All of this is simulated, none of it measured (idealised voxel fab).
process module | voxel wiring stack
Cross-section cut: width 280 nm, square cells of 5 nm.
The cross-sections in this document take the form of a grid made of square cells. They are written out as bands, in order from top to bottom. Each band consists of one or more rows of cells.
Heights first: top, then bottom, in nm. Then materials, left to right, each with a width in nm. "throughout" on a single material: fills the band edge to edge. "empty": empty space.
Ref level 0: as-received wafer is one material below here. Bottom band extends down with no lower bound ("top 0, no bottom").
A width given as "30 to 40" starts at the first number in the band's top row and ends at the second number in its bottom row, shifting by an equal amount at every step from row to row.
Given "changes: none" for a step, no cell of the cross-section differs between before and after that step.
Look at "Sealed void inventory" for the closed voids: empty spaces with no open path to the top, sized 8 cells or up. Each is width x height at distance, distance from the left edge, all nm.
Post-settings text on a step line: simulator's own remark regarding the step.
A step's line can hold "overlay nm"; with a mask on that step, the setting says how far right of the planned place the mask lay, while a negative setting says it lay to the left.
Process steps foreseen in the plan:
1: RECEIVE | material Si
2: CONFORMAL_DEP | material SiO2 | thk nm 15
3: CONFORMAL_DEP | material SiN | thk nm 5
4: DIRECTIONAL_DEP | material lowk | thk nm 20
5: DIRECTIONAL_DEP | material aC | thk nm 10
6: PATTERN | tone open | mask id METAL_1 | material resist | width nm 25 | pitch nm 45 | thk nm 25 | overlay nm 0
7: DIRECTIONAL_ETCH | etch materials aC | depth nm 10
8: STRIP | etch materials resist
9: DIRECTIONAL_ETCH | etch materials lowk | depth nm 20
10: DIRECTIONAL_ETCH | etch materials SiN | depth nm 5
11: STRIP | etch materials aC
12: CONFORMAL_DEP | material TiN | thk nm 5
13: FILL_DEP | material Ru | thk nm 5
14: CMP | height nm 40
15: CONFORMAL_DEP | material SiCN | thk nm 5
16: DIRECTIONAL_DEP | material lowk | thk nm 10
17: MASKED_ETCH | tone open | mask id PLUG_1 | width nm 15 | pitch nm 45 | etch materials lowk | depth nm 10 | overlay nm 0
18: MASKED_ETCH | tone open | mask id PLUG_1 | width nm 15 | pitch nm 45 | etch materials SiCN | depth nm 5 | overlay nm 0
19: EPI | material Ru | thk nm 10
20: EPI | material Ru | thk nm 5
21: CONFORMAL_DEP | material SiN | thk nm 5
22: DIRECTIONAL_DEP | material SiO2 | thk nm 15
23: PATTERN | tone open | mask id METAL_2 | material resist | width nm 25 | pitch nm 45 | thk nm 20 | overlay nm 0
24: DIRECTIONAL_ETCH | etch materials SiO2 | depth nm 15
25: DIRECTIONAL_ETCH | etch materials SiN | depth nm 5
26: STRIP | etch materials resist
27: CONFORMAL_DEP | material TiN | thk nm 5
28: FILL_DEP | material Cu | thk nm 5
29: CMP | height nm 75
30: CONFORMAL_DEP | material SiN | thk nm 5
Cross-section, incoming material, after step 1:
* top 0, no bottom | Si throughout
* Sealed void inventory: none
Module complete - cross-section of the first of two wafers, run according to plan:
* top 80, bottom 75 | SiN throughout
* top 75, bottom 60 | 80 of SiO2  5 of TiN  15 of Cu  5 of TiN  20 of SiO2  5 of TiN  15 of Cu  5 of TiN  20 of SiO2  5 of TiN  15 of Cu  5 of TiN  85 of SiO2
* top 60, bottom 55 | 80 of SiN  25 of TiN  20 of SiN  25 of TiN  20 of SiN  25 of TiN  85 of SiN
* top 55, bottom 45 | 80 of lowk  15 of Ru  30 of lowk  15 of Ru  30 of lowk  15 of Ru  95 of lowk
* top 45, bottom 40 | 80 of SiCN  15 of Ru  30 of SiCN  15 of Ru  30 of SiCN  15 of Ru  95 of SiCN
* top 40, bottom 20 | 80 of lowk  5 of TiN  15 of Ru  5 of TiN  20 of lowk  5 of TiN  15 of Ru  5 of TiN  20 of lowk  5 of TiN  15 of Ru  5 of TiN  85 of lowk
* top 20, bottom 15 | 80 of SiN  25 of TiN  20 of SiN  25 of TiN  20 of SiN  25 of TiN  85 of SiN
* top 15, bottom 0 | SiO2 throughout
* top 0, no bottom | Si throughout
* Sealed void inventory: none
Wafer two cross-section, module end. Start and plan unchanged from wafer one; one mistake made during the run:
* top 80, bottom 75 | SiN throughout
* top 75, bottom 70 | 80 of SiO2  5 of TiN  15 of Cu  5 of TiN  20 of SiO2  5 of TiN  15 of Cu  5 of TiN  20 of SiO2  5 of TiN  15 of Cu  5 of TiN  85 of SiO2
* top 70, bottom 65 | 65 of SiO2  15 of SiN  25 of TiN  20 of SiN  25 of TiN  20 of SiN  25 of TiN  5 of SiN  80 of SiO2
* top 65, bottom 60 | 65 of SiO2  5 of SiN  35 of Ru  10 of SiN  35 of Ru  10 of SiN  35 of Ru  5 of SiN  80 of SiO2
* top 60, bottom 55 | 70 of SiN  35 of Ru  10 of SiN  35 of Ru  10 of SiN  35 of Ru  85 of SiN
* top 55, bottom 45 | 80 of lowk  15 of Ru  30 of lowk  15 of Ru  30 of lowk  15 of Ru  95 of lowk
* top 45, bottom 40 | 80 of SiCN  15 of Ru  30 of SiCN  15 of Ru  30 of SiCN  15 of Ru  95 of SiCN
* top 40, bottom 20 | 80 of lowk  5 of TiN  15 of Ru  5 of TiN  20 of lowk  5 of TiN  15 of Ru  5 of TiN  20 of lowk  5 of TiN  15 of Ru  5 of TiN  85 of lowk
* top 20, bottom 15 | 80 of SiN  25 of TiN  20 of SiN  25 of TiN  20 of SiN  25 of TiN  85 of SiN
* top 15, bottom 0 | SiO2 throughout
* top 0, no bottom | Si throughout
* Sealed void inventory: none
What was the processing mistake? step 19 in the plan was executed twice
Wrapping up, a cell-based count of both wafers puts the second over or under the first for these materials: Cu: 18 fewer | Ru: 42 more | SiN: 12 more | SiO2: 24 fewer | TiN: 12 fewer
